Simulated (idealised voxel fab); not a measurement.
Process module, titled voxel gate over fins
The width of the displayed cross-section, cut, is 145 nm; its cells are square, with a size of 5 nm.
A cross-section in this document is a grid of square cells, and it is written down as bands, the top band listed before the ones below it; a band is made up of one or more rows of cells.
The band entry comprises the height of the band's top followed by the height of its bottom, expressed in nm, and subsequently the band's materials from left to right, each stated together with its width in nm. Where a single material is marked with the word "edge to edge", that material fills the band from edge to edge. The word "air" represents empty space.
Note: height 0 marks the level under which the wafer is uniformly one material as received. Lowest band unbounded below, written "0 down".
Top row gets the first number, bottom row gets the second, and each row in between changes by the same step: that is how a band width like "30->40" works.
For the purposes of this document, the phrase "changes: none" attached to a step denotes that no cell within the cross-section was modified by that step.
Basically, "Enclosed void catalog" tells you about the enclosed voids: empty spaces with no open way to the top, 8 cells or bigger, each written width x height at distance, where distance is from the left edge, all in nm.
after a step's settings: what the simulator itself notes on the step
If you see "overlay nm" on a step's line and that step has a mask, it's telling you how far right of where it was planned the mask ended up; a negative number means it went left instead.

-- The following list gives the planned process steps
1: RECEIVE, material Si
2: CONFORMAL_DEP, material SiN, thk nm 10
3: MASKED_ETCH, tone cover, mask id FINS, width nm 15, pitch nm 45, etch materials SiN, depth nm 10, overlay nm 0
4: MASKED_ETCH, tone cover, mask id FINS, width nm 15, pitch nm 45, etch materials Si, depth nm 35, overlay nm 0
5: OXIDIZE, depth nm 5
6: FILL_DEP, material SiO2, thk nm 10
7: CMP, height nm 10
8: SELECTIVE_ETCH, etch materials SiO2, depth nm 25
9: STRIP, etch materials SiN
10: CONFORMAL_DEP, material HfO2, thk nm 5
11: CONFORMAL_DEP, material TiN, thk nm 5
12: CONFORMAL_DEP, material TiAl, thk nm 5
13: CONFORMAL_DEP, material TiN, thk nm 5
14: FILL_DEP, material W, thk nm 10
15: CMP, height nm 25
16: CONFORMAL_DEP, material SiCN, thk nm 10

-- Here's what the wafer looked like in cross-section when it arrived - that's after step 1
    0 down | Si edge to edge
    Enclosed void catalog: none

-- Cross-section taken at module completion on the first of two wafers; processed per the plan
    35 to 25 | SiCN edge to edge
    25 to 20 | W edge to edge
    20 to 15 | 5 of W, 135 of TiN, 5 of W
    15 to 10 | 5 of W, 5 of TiN, 35 of TiAl, 10 of TiN, 35 of TiAl, 10 of TiN, 35 of TiAl, 5 of TiN, 5 of W
    10 to 5 | 5 of W, 5 of TiN, 5 of TiAl, 25 of TiN, 5 of TiAl, 10 of TiN, 5 of TiAl, 25 of TiN, 5 of TiAl, 10 of TiN, 5 of TiAl, 25 of TiN, 5 of TiAl, 5 of TiN, 5 of W
    5 to 0 | 10 of TiN, 5 of TiAl, 5 of TiN, 15 of HfO2, 5 of TiN, 5 of TiAl, 10 of TiN, 5 of TiAl, 5 of TiN, 15 of HfO2, 5 of TiN, 5 of TiAl, 10 of TiN, 5 of TiAl, 5 of TiN, 15 of HfO2, 5 of TiN, 5 of TiAl, 10 of TiN
    0 to -5 | 15 of TiAl, 5 of TiN, 5 of HfO2, 5 of Si, 5 of HfO2, 5 of TiN, 20 of TiAl, 5 of TiN, 5 of HfO2, 5 of Si, 5 of HfO2, 5 of TiN, 20 of TiAl, 5 of TiN, 5 of HfO2, 5 of Si, 5 of HfO2, 5 of TiN, 15 of TiAl
    -5 to -10 | 20 of TiN, 5 of HfO2, 5 of Si, 5 of HfO2, 30 of TiN, 5 of HfO2, 5 of Si, 5 of HfO2, 30 of TiN, 5 of HfO2, 5 of Si, 5 of HfO2, 20 of TiN
    -10 to -15 | 25 of HfO2, 5 of Si, 40 of HfO2, 5 of Si, 40 of HfO2, 5 of Si, 25 of HfO2
    -15 to -40 | 25 of SiO2, 5 of Si, 40 of SiO2, 5 of Si, 40 of SiO2, 5 of Si, 25 of SiO2
    -40 down | Si edge to edge
    Enclosed void catalog: none

-- Cross-section at end of module for the second wafer of two, which matched the first in starting point and plan and differed by one mistake in its processing
    35 to 25 | SiCN edge to edge
    25 to 20 | W edge to edge
    20 to 10 | 5 of W, 135 of TiN, 5 of W
    10 to 5 | 5 of W, 10 of TiN, 25 of TiAl, 20 of TiN, 25 of TiAl, 20 of TiN, 25 of TiAl, 10 of TiN, 5 of W
    5 to 0 | 15 of TiN, 5 of TiAl, 15 of HfO2, 5 of TiAl, 20 of TiN, 5 of TiAl, 15 of HfO2, 5 of TiAl, 20 of TiN, 5 of TiAl, 15 of HfO2, 5 of TiAl, 15 of TiN
    0 to -5 | 15 of TiN, 5 of TiAl, 5 of HfO2, 5 of Si, 5 of HfO2, 5 of TiAl, 20 of TiN, 5 of TiAl, 5 of HfO2, 5 of Si, 5 of HfO2, 5 of TiAl, 20 of TiN, 5 of TiAl, 5 of HfO2, 5 of Si, 5 of HfO2, 5 of TiAl, 15 of TiN
    -5 to -10 | 20 of TiAl, 5 of HfO2, 5 of Si, 5 of HfO2, 30 of TiAl, 5 of HfO2, 5 of Si, 5 of HfO2, 30 of TiAl, 5 of HfO2, 5 of Si, 5 of HfO2, 20 of TiAl
    -10 to -15 | 25 of HfO2, 5 of Si, 40 of HfO2, 5 of Si, 40 of HfO2, 5 of Si, 25 of HfO2
    -15 to -40 | 25 of SiO2, 5 of Si, 40 of SiO2, 5 of Si, 40 of SiO2, 5 of Si, 25 of SiO2
    -40 down | Si edge to edge
    Enclosed void catalog: none
Run error: steps 11 and 12 were swapped
Same inventory, different map: at the end, the second wafer holds as many cells of each material as the first, placed elsewhere.
